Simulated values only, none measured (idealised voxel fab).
Process module in this document: voxel ribs on slabs
Square cell edge 5 nm, section width 190 nm, ID cut.
Square cells in a grid make up a cross-section in this document, and the grid is given as bands, listed from the top down, each one or more rows of cells. In this notation a band is specified by the heights of its top and bottom, in that order and in nm, after which its materials appear from left to right, each paired with its width in nm. The word "edge to edge" attached to a single material means that material fills the band from edge to edge; the word "air" stands for empty space. Heights are expressed relative to 0, this being the level below which the as-received wafer comprises one material exclusively. The lowest band is unbounded in the downward direction and is denoted as in "0 -> down". A two-number width, for instance "30..40", indicates that the width is equal to the first number in the top row of the band and to the second number in the bottom row, and that it changes by a constant amount per row of cells. It should be understood that the words "no alteration", when stated for a given step, signify that the cross-section underwent no change in any of its cells during that step. Look at "Fully sealed voids" for the closed voids: empty spaces with no open path to the top, sized 8 cells or up. Each is width x height at distance, distance from the left edge, all nm. Whatever follows a step's settings on its line is a remark the simulator itself makes about that step. If you see "overlay nm" on a step's line and that step has a mask, it's telling you how far right of where it was planned the mask ended up; a negative number means it went left instead.

The planned process steps are enumerated hereunder
1. RECEIVE,material Si
2. DIRECTIONAL_DEP,material SiO2,thk nm 20
3. DIRECTIONAL_DEP,material SiN,thk nm 20
4. DIRECTIONAL_DEP,material aC,thk nm 15
5. PATTERN,tone cover,mask id RIB,material resist,width nm 20,thk nm 30,overlay nm 0
6. DIRECTIONAL_ETCH,etch materials aC,depth nm 15
7. STRIP,etch materials resist
8. DIRECTIONAL_ETCH,etch materials SiN,depth nm 10
9. STRIP,etch materials aC
10. PATTERN,tone cover,mask id SLAB,material resist,width nm 70,thk nm 15,overlay nm 0
11. DIRECTIONAL_ETCH,etch materials SiN,depth nm 10
12. STRIP,etch materials resist
13. FILL_DEP,material SiO2,thk nm 30
14. CMP,height nm 60
15. DIRECTIONAL_DEP,material W,thk nm 5
16. DIRECTIONAL_DEP,material aC,thk nm 15
17. PATTERN,tone cover,mask id HEATER,material resist,width nm 30,thk nm 30,overlay nm 0
18. DIRECTIONAL_ETCH,etch materials aC,depth nm 15
19. STRIP,etch materials resist
20. DIRECTIONAL_ETCH,etch materials W,depth nm 5
21. STRIP,etch materials aC
22. CONFORMAL_DEP,material SiN,thk nm 5

Wafer cross-section on receipt, i.e. after step 1
* 0 -> down | Si edge to edge
* Fully sealed voids: none

Post-module cross-section of the first of two wafers (run per plan)
* 70 -> 65 | 75 of air; 40 of SiN; 75 of air
* 65 -> 60 | 80 of SiN; 30 of W; 80 of SiN
* 60 -> 40 | SiO2 edge to edge
* 40 -> 30 | 85 of SiO2; 20 of SiN; 85 of SiO2
* 30 -> 20 | 60 of SiO2; 70 of SiN; 60 of SiO2
* 20 -> 0 | SiO2 edge to edge
* 0 -> down | Si edge to edge
* Fully sealed voids: none

Cross-section of the latter of the two wafers at module completion. It had an identical start and an identical plan to the former; in running it, one mistake was made
* 70 -> 65 | 75 of air; 40 of SiN; 75 of air
* 65 -> 60 | 80 of SiN; 30 of W; 80 of SiN
* 60 -> 50 | 85 of SiO2; 20 of SiN; 85 of SiO2
* 50 -> 40 | 60 of SiO2; 70 of SiN; 60 of SiO2
* 40 -> 0 | SiO2 edge to edge
* 0 -> down | Si edge to edge
* Fully sealed voids: none
Nonconformance to the process plan: step 2 of the plan was executed twice over
At the close, every material occupies the same number of cells on the second wafer as on the first, only in different positions.
